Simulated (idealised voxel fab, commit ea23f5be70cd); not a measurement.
Process module name: voxel self aligned vias
In the cross-section labelled cut, the width is 210 nm and each square cell is 5 nm.
In this document a cross-section is written as a grid of square cells. It is given as a series of bands, listed from the top down, and a band is one or more rows of cells. For a band, the entry starts with two heights in nm, that of the top and then that of the bottom, and carries on with the band's materials in order from left to right, each alongside its width in nm; the word "throughout" beside a single material means it fills the band edge to edge, and "air" means empty space. The reference from which all heights are counted is 0, the level beneath which the as-received wafer is entirely one material; the lowest band, having no lower bound, proceeds downward and is written after the example "top 0, no bottom". Width "30 to 40": first value at the band's top row of cells, second value at its bottom row, equal change from row to row. Step marked "nothing changed"? Then no cell in the cross-section changed in it. Under "Sealed void inventory" you'll find the enclosed gaps, the ones with no way out to the top, that are 8 cells or bigger; each reads width x height at distance, with distance counted from the left edge, everything in nm. Post-settings text on a step line: simulator's own remark regarding the step. The "overlay nm" setting may appear on a step's line; for a step that uses a mask, it gives how far to the right of its planned position the mask lay, and a negative value indicates the left.
### Planned step list for the process
1 RECEIVE: material Si
2 CONFORMAL_DEP: material SiO2, thk nm 10
3 CONFORMAL_DEP: material SiCN, thk nm 5
4 DIRECTIONAL_DEP: material SiO2, thk nm 30
5 PATTERN: tone open, mask id LINES, material resist, width nm 20, pitch nm 65, thk nm 15, overlay nm 0
6 DIRECTIONAL_ETCH: etch materials SiO2, depth nm 30
7 STRIP: etch materials resist
8 CONFORMAL_DEP: material TiN, thk nm 5
9 FILL_DEP: material W, thk nm 5
10 CMP: height nm 45
11 SELECTIVE_ETCH: etch materials W Ru TiN, depth nm 5
12 FILL_DEP: material SiN, thk nm 5
13 CMP: height nm 45
14 DIRECTIONAL_DEP: material SiO2, thk nm 20
15 DIRECTIONAL_DEP: material aC, thk nm 10
16 PATTERN: tone open, mask id VIAS, material resist, width nm 40, pitch nm 130, thk nm 30, overlay nm 0
17 DIRECTIONAL_ETCH: etch materials aC, depth nm 10
18 STRIP: etch materials resist
19 DIRECTIONAL_ETCH: etch materials SiO2, depth nm 20
20 DIRECTIONAL_ETCH: etch materials SiN, depth nm 5
21 STRIP: etch materials aC
22 CONFORMAL_DEP: material TiN, thk nm 5
23 FILL_DEP: material Cu, thk nm 5
24 CMP: height nm 65
25 CONFORMAL_DEP: material SiCN, thk nm 5
### The cross-section here shows the wafer as received, i.e. in its state after step 1
* top 0, no bottom  Si throughout
* Sealed void inventory: none
### Cross-sectional result after module completion. Note: starting condition and plan are unchanged from above; one processing mistake was made
* top 70, bottom 65  SiCN throughout
* top 65, bottom 45  Cu throughout
* top 45, bottom 40  SiO2=30  SiN=20  SiO2=45  SiN=20  SiO2=45  SiN=20  SiO2=30
* top 40, bottom 20  SiO2=30  TiN=5  W=10  TiN=5  SiO2=45  TiN=5  W=10  TiN=5  SiO2=45  TiN=5  W=10  TiN=5  SiO2=30
* top 20, bottom 15  SiO2=30  TiN=20  SiO2=45  TiN=20  SiO2=45  TiN=20  SiO2=30
* top 15, bottom 10  SiCN throughout
* top 10, bottom 0  SiO2 throughout
* top 0, no bottom  Si throughout
* Sealed void inventory: none
What broke from the plan during processing? heads up, step 14 didn't go per plan, it actually ran as DIRECTIONAL_DEP: material Cu, thk nm 20
